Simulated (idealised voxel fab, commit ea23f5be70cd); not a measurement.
This is a process module. Its name is voxel wiring stack.
The width of the displayed cross-section, cut, is 175 nm; its cells are square, with a size of 5 nm.
Reading order for cross-sections: top band down to bottom band. Underlying form: a grid of square cells. Band size: one or more rows of cells. Each band's line starts with the height of the band's top and of its bottom, in nm. Then come its materials from left to right, each with its width in nm. One material with "edge to edge" fills the band from edge to edge. "blank" is empty space. Heads up on the height convention: 0 is the point under which the incoming wafer is all one material, and the lowest band has no bottom, it just keeps going down, like "top 0, no bottom". Note: "30->40" means the width goes from the first number (top row of the band) to the second number (bottom row) in equal steps per row of cells. For the purposes of this document, the phrase "nothing got changed" attached to a step denotes that no cell within the cross-section was modified by that step. Entrapped void list: empty space of 8 cells or more with no open way to the top, each as width x height at its distance from the left edge, in nm. Post-settings text on a step line: simulator's own remark regarding the step. Among the settings permitted on a step's line is "overlay nm"; applied to a step with a mask, it specifies the extent to which the mask lay to the right of its planned position, whereas a negative figure signifies a position to the left.
### Process steps - plan
1. RECEIVE with material Si
2. CONFORMAL_DEP with material SiO2, thk nm 10
3. CONFORMAL_DEP with material SiCN, thk nm 5
4. DIRECTIONAL_DEP with material SiO2, thk nm 25
5. DIRECTIONAL_DEP with material aC, thk nm 15
6. PATTERN with tone open, mask id METAL_1, material resist, width nm 25, pitch nm 40, thk nm 30, overlay nm 0
7. DIRECTIONAL_ETCH with etch materials aC, depth nm 15
8. STRIP with etch materials resist
9. DIRECTIONAL_ETCH with etch materials SiO2, depth nm 25
10. DIRECTIONAL_ETCH with etch materials SiCN, depth nm 5
11. STRIP with etch materials aC
12. CONFORMAL_DEP with material TiN, thk nm 5
13. FILL_DEP with material Ru, thk nm 5
14. CMP with height nm 40
15. EPI with material Ru, thk nm 5
16. FILL_DEP with material SiCN, thk nm 5
17. DIRECTIONAL_DEP with material SiO2, thk nm 25
18. MASKED_ETCH with tone open, mask id METAL_2, width nm 25, pitch nm 40, etch materials SiO2, depth nm 15, overlay nm 0
19. PATTERN with tone open, mask id METAL_2_HOLES, material resist, width nm 15, pitch nm 40, thk nm 15, overlay nm 0
20. DIRECTIONAL_ETCH with etch materials SiO2, depth nm 10
21. DIRECTIONAL_ETCH with etch materials SiCN, depth nm 5
22. STRIP with etch materials resist
23. CONFORMAL_DEP with material TiN, thk nm 5
24. FILL_DEP with material Cu, thk nm 5
25. CMP with height nm 75
26. CONFORMAL_DEP with material SiCN, thk nm 5
### The cross-section here shows the wafer as received, i.e. in its state after step 1
> top 0, no bottom | Si edge to edge
> Entrapped void list: none
### First of two wafers at the end of the module, shown in cross-section; run carried out as planned
> top 80, bottom 75 | SiCN edge to edge
> top 75, bottom 65 | 35 SiO2 / 5 TiN / 15 Cu / 5 TiN / 15 SiO2 / 5 TiN / 15 Cu / 5 TiN / 15 SiO2 / 5 TiN / 15 Cu / 5 TiN / 35 SiO2
> top 65, bottom 60 | 35 SiO2 / 5 TiN / 5 Cu / 15 TiN / 15 SiO2 / 5 TiN / 5 Cu / 15 TiN / 15 SiO2 / 5 TiN / 5 Cu / 15 TiN / 35 SiO2
> top 60, bottom 50 | 35 SiO2 / 5 TiN / 5 Cu / 5 TiN / 25 SiO2 / 5 TiN / 5 Cu / 5 TiN / 25 SiO2 / 5 TiN / 5 Cu / 5 TiN / 45 SiO2
> top 50, bottom 45 | 35 SiCN / 15 TiN / 25 SiCN / 15 TiN / 25 SiCN / 15 TiN / 45 SiCN
> top 45, bottom 40 | 30 SiCN / 35 Ru / 5 SiCN / 35 Ru / 5 SiCN / 35 Ru / 30 SiCN
> top 40, bottom 15 | 35 SiO2 / 5 TiN / 15 Ru / 5 TiN / 15 SiO2 / 5 TiN / 15 Ru / 5 TiN / 15 SiO2 / 5 TiN / 15 Ru / 5 TiN / 35 SiO2
> top 15, bottom 10 | 35 SiCN / 25 TiN / 15 SiCN / 25 TiN / 15 SiCN / 25 TiN / 35 SiCN
> top 10, bottom 0 | SiO2 edge to edge
> top 0, no bottom | Si edge to edge
> Entrapped void list: none
### Cross-section at end of module for the second wafer of two, which matched the first in starting point and plan and differed by one mistake in its processing
> top 80, bottom 75 | SiCN edge to edge
> top 75, bottom 70 | 35 SiCN / 15 TiN / 25 SiCN / 15 TiN / 25 SiCN / 15 TiN / 45 SiCN
> top 70, bottom 65 | 30 SiCN / 35 SiO2 / 5 SiCN / 35 SiO2 / 5 SiCN / 35 SiO2 / 30 SiCN
> top 65, bottom 45 | SiO2 edge to edge
> top 45, bottom 40 | 30 SiO2 / 35 Ru / 5 SiO2 / 35 Ru / 5 SiO2 / 35 Ru / 30 SiO2
> top 40, bottom 15 | 35 SiO2 / 5 TiN / 15 Ru / 5 TiN / 15 SiO2 / 5 TiN / 15 Ru / 5 TiN / 15 SiO2 / 5 TiN / 15 Ru / 5 TiN / 35 SiO2
> top 15, bottom 10 | 35 SiCN / 25 TiN / 15 SiCN / 25 TiN / 15 SiCN / 25 TiN / 35 SiCN
> top 10, bottom 0 | SiO2 edge to edge
> top 0, no bottom | Si edge to edge
> Entrapped void list: none
So what did we get wrong on this run? mixed up steps 16 and 17 - ran each in the other's place
FYI, end of process, the second wafer has more or fewer cells of some materials than the first: Cu: 27 fewer | SiO2: 63 more | TiN: 36 fewer
